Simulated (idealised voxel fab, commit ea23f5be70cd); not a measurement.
Process module in this document: voxel self aligned vias
In the cross-section labelled cut, the width is 210 nm and each square cell is 5 nm.
Format of a cross-section: grid, square cells. Given as bands. Order: top down. Band: one or more rows of cells.
Heights first: top, then bottom, in nm. Then materials, left to right, each with a width in nm. "throughout" on a single material: fills the band edge to edge. "empty": empty space.
Where do heights start? At 0: under that level the wafer as delivered is made of one material only. And the lowest band has no floor; it just carries on downward, as in "0 -> down".
The width entry "30 to 40" should be interpreted row by row: the top row of cells in the band takes the first number, the bottom row takes the second number, and the change between adjacent rows is uniform throughout.
The cross-section has no changed cell in any step marked "identical to before".
"Tabulated closed voids": sealed empty spaces, 8 cells or more, no open way to top, listed width x height at distance, with distance from the left edge and width, height and distance in nm.
Step line, after settings: the simulator's comment on this step.
Regarding "overlay nm": on a step with a mask, it is the distance the mask lay to the right of its planned place; a negative value places it to the left.
## Process steps foreseen in the plan
1 RECEIVE, material Si
2 CONFORMAL_DEP, material SiO2, thk nm 10
3 CONFORMAL_DEP, material SiCN, thk nm 5
4 DIRECTIONAL_DEP, material lowk, thk nm 25
5 MASKED_ETCH, tone open, mask id LINES, width nm 30, pitch nm 60, etch materials lowk, depth nm 25, overlay nm 0
6 CONFORMAL_DEP, material TiN, thk nm 5
7 FILL_DEP, material W, thk nm 10
8 CMP, height nm 40
9 SELECTIVE_ETCH, etch materials W Ru TiN, depth nm 10
10 FILL_DEP, material SiN, thk nm 10
11 CMP, height nm 40
12 DIRECTIONAL_DEP, material lowk, thk nm 20
13 MASKED_ETCH, tone open, mask id VIAS, width nm 40, pitch nm 60, etch materials lowk, depth nm 20, overlay nm 0
14 MASKED_ETCH, tone open, mask id VIAS, width nm 40, pitch nm 60, etch materials SiN, depth nm 10, overlay nm 0
15 CONFORMAL_DEP, material TiN, thk nm 5
16 FILL_DEP, material Ru, thk nm 5
17 CMP, height nm 60
18 CONFORMAL_DEP, material SiN, thk nm 5
## Received-state cross-section, reflecting completion of step 1
0 -> down | Si throughout
Tabulated closed voids: none
## One mistake in running the module, otherwise start and plan as above: cross-section at the end
65 -> 60 | SiN throughout
60 -> 45 | Ru (20); TiN (5); lowk (40); TiN (5); Ru (10); TiN (5); lowk (40); TiN (5); Ru (10); TiN (5); lowk (40); TiN (5); Ru (20)
45 -> 40 | TiN (25); lowk (40); TiN (20); lowk (40); TiN (20); lowk (40); TiN (25)
40 -> 30 | lowk (30); SiN (30); lowk (30); SiN (30); lowk (30); SiN (30); lowk (30)
30 -> 20 | lowk (30); TiN (5); W (20); TiN (5); lowk (30); TiN (5); W (20); TiN (5); lowk (30); TiN (5); W (20); TiN (5); lowk (30)
20 -> 15 | lowk (30); TiN (30); lowk (30); TiN (30); lowk (30); TiN (30); lowk (30)
15 -> 10 | SiCN throughout
10 -> 0 | SiO2 throughout
0 -> down | Si throughout
Tabulated closed voids: none
Deviation noted in wafer processing: contrary to plan, step 13 was performed as MASKED_ETCH, tone cover, mask id VIAS, width nm 40, pitch nm 60, etch materials lowk, depth nm 20, overlay nm 0
